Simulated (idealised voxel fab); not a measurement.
The following is a process module called voxel plated lines.
FYI the section here is cut, 245 nm wide, cells are 5 nm squares.
Square cells in a grid make up a cross-section in this document, and the grid is given as bands, listed from the top down, each one or more rows of cells.
For a band, the entry starts with two heights in nm, that of the top and then that of the bottom, and carries on with the band's materials in order from left to right, each alongside its width in nm; the word "throughout" beside a single material means it fills the band edge to edge, and "air" means empty space.
Height reference: 0 = level under which incoming wafer is all one material. Lowest band: no bottom, runs on downward, e.g. "0..down".
The expression "30->40" gives the width at the extremes of the band, the first number at its top row of cells and the second at its bottom row, with the width changing by equal amounts from each row to the next in between.
Step marked "nothing different"? Then no cell in the cross-section changed in it.
Heads up: "Enclosed internal cavities" only lists the empty pockets with no open path to the top that are 8 cells or more, and it writes them as width x height at distance, distance from the left edge, in nm.
Step line, after settings: the simulator's comment on this step.
The optional step-line setting "overlay nm" applies to steps with a mask and quantifies how far to the right of its planned location the mask lay, a negative value indicating leftward placement.
Process steps (planned)
| 1 | RECEIVE (material Si) |
| 2 | CONFORMAL_DEP (material SiO2; thk nm 10) |
| 3 | DIRECTIONAL_DEP (material TiN; thk nm 5) |
| 4 | PATTERN (tone open; mask id LINES; material resist; width nm 15; pitch nm 35; thk nm 25; overlay nm 0) |
| 5 | EPI (material Ru; thk nm 5) |
| 6 | EPI (material Ru; thk nm 10) |
| 7 | STRIP (etch materials resist) |
| 8 | DIRECTIONAL_ETCH (etch materials TiN; depth nm 5) |
| 9 | CONFORMAL_DEP (material SiCN; thk nm 5) |
The first of the two wafers, which ran as planned
Incoming wafer in cross-section (state: after step 1)
> 0..down | Si throughout
> Enclosed internal cavities: none
after step 2
> 10..0 | SiO2 throughout
> Whatever lies below 0 is exactly as it was before.
after step 3
> 15..10 | TiN throughout
> Whatever lies below 10 is exactly as it was before.
after step 4
> 40..15 | 95 nm resist, 15 nm air, 20 nm resist, 15 nm air, 100 nm resist
> Whatever lies below 15 is exactly as it was before.
after step 5
> 40..20 | 95 nm resist, 15 nm air, 20 nm resist, 15 nm air, 100 nm resist
> 20..15 | 95 nm resist, 15 nm Ru, 20 nm resist, 15 nm Ru, 100 nm resist
> Whatever lies below 15 is exactly as it was before.
after step 6
> 40..30 | 95 nm resist, 15 nm air, 20 nm resist, 15 nm air, 100 nm resist
> 30..15 | 95 nm resist, 15 nm Ru, 20 nm resist, 15 nm Ru, 100 nm resist
> Whatever lies below 15 is exactly as it was before.
after step 7
> 30..15 | 95 nm air, 15 nm Ru, 20 nm air, 15 nm Ru, 100 nm air
> Whatever lies below 15 is exactly as it was before.
after step 8
> 30..15 | 95 nm air, 15 nm Ru, 20 nm air, 15 nm Ru, 100 nm air
> 15..10 | 95 nm air, 15 nm TiN, 20 nm air, 15 nm TiN, 100 nm air
> Whatever lies below 10 is exactly as it was before.
after step 9
> 35..30 | 90 nm air, 25 nm SiCN, 10 nm air, 25 nm SiCN, 95 nm air
> 30..15 | 90 nm air, 5 nm SiCN, 15 nm Ru, 5 nm SiCN, 10 nm air, 5 nm SiCN, 15 nm Ru, 5 nm SiCN, 95 nm air
> 15..10 | 95 nm SiCN, 15 nm TiN, 20 nm SiCN, 15 nm TiN, 100 nm SiCN
> Whatever lies below 10 is exactly as it was before.
It is to be noted that the second wafer proceeded from the same initial state and according to the same plan as the first, although one mistake was committed in its execution; through step 2, inclusive, the two wafers share an identical history
Cross-sectional representation of the second wafer at the time designated in the plan for the completion of step 3
> 25..10 | TiN throughout
> Whatever lies below 10 is exactly as it was before.
Cross-sectional representation of the second wafer at the time designated in the plan for the completion of step 4
> 50..25 | 95 nm resist, 15 nm air, 20 nm resist, 15 nm air, 100 nm resist
> Whatever lies below 25 is exactly as it was before.
Cross-sectional representation of the second wafer at the time designated in the plan for the completion of step 5
> 50..30 | 95 nm resist, 15 nm air, 20 nm resist, 15 nm air, 100 nm resist
> 30..25 | 95 nm resist, 15 nm Ru, 20 nm resist, 15 nm Ru, 100 nm resist
> Whatever lies below 25 is exactly as it was before.
Cross-sectional representation of the second wafer at the time designated in the plan for the completion of step 6
> 50..40 | 95 nm resist, 15 nm air, 20 nm resist, 15 nm air, 100 nm resist
> 40..25 | 95 nm resist, 15 nm Ru, 20 nm resist, 15 nm Ru, 100 nm resist
> Whatever lies below 25 is exactly as it was before.
Cross-sectional representation of the second wafer at the time designated in the plan for the completion of step 7
> 40..25 | 95 nm air, 15 nm Ru, 20 nm air, 15 nm Ru, 100 nm air
> Whatever lies below 25 is exactly as it was before.
Cross-sectional representation of the second wafer at the time designated in the plan for the completion of step 8
> 40..25 | 95 nm air, 15 nm Ru, 20 nm air, 15 nm Ru, 100 nm air
> 25..20 | 95 nm air, 15 nm TiN, 20 nm air, 15 nm TiN, 100 nm air
> Whatever lies below 20 is exactly as it was before.
Cross-sectional representation of the second wafer at the time designated in the plan for the completion of step 9
> 45..40 | 90 nm air, 25 nm SiCN, 10 nm air, 25 nm SiCN, 95 nm air
> 40..25 | 90 nm air, 5 nm SiCN, 15 nm Ru, 5 nm SiCN, 10 nm air, 5 nm SiCN, 15 nm Ru, 5 nm SiCN, 95 nm air
> 25..20 | 95 nm SiCN, 15 nm TiN, 20 nm SiCN, 15 nm TiN, 100 nm SiCN
> Whatever lies below 20 is exactly as it was before.
Misprocessing identified: contrary to plan, step 3 was performed as DIRECTIONAL_DEP (material TiN; thk nm 15)
End check, counted in cells, second wafer has more or fewer of these materials than the first: TiN +98
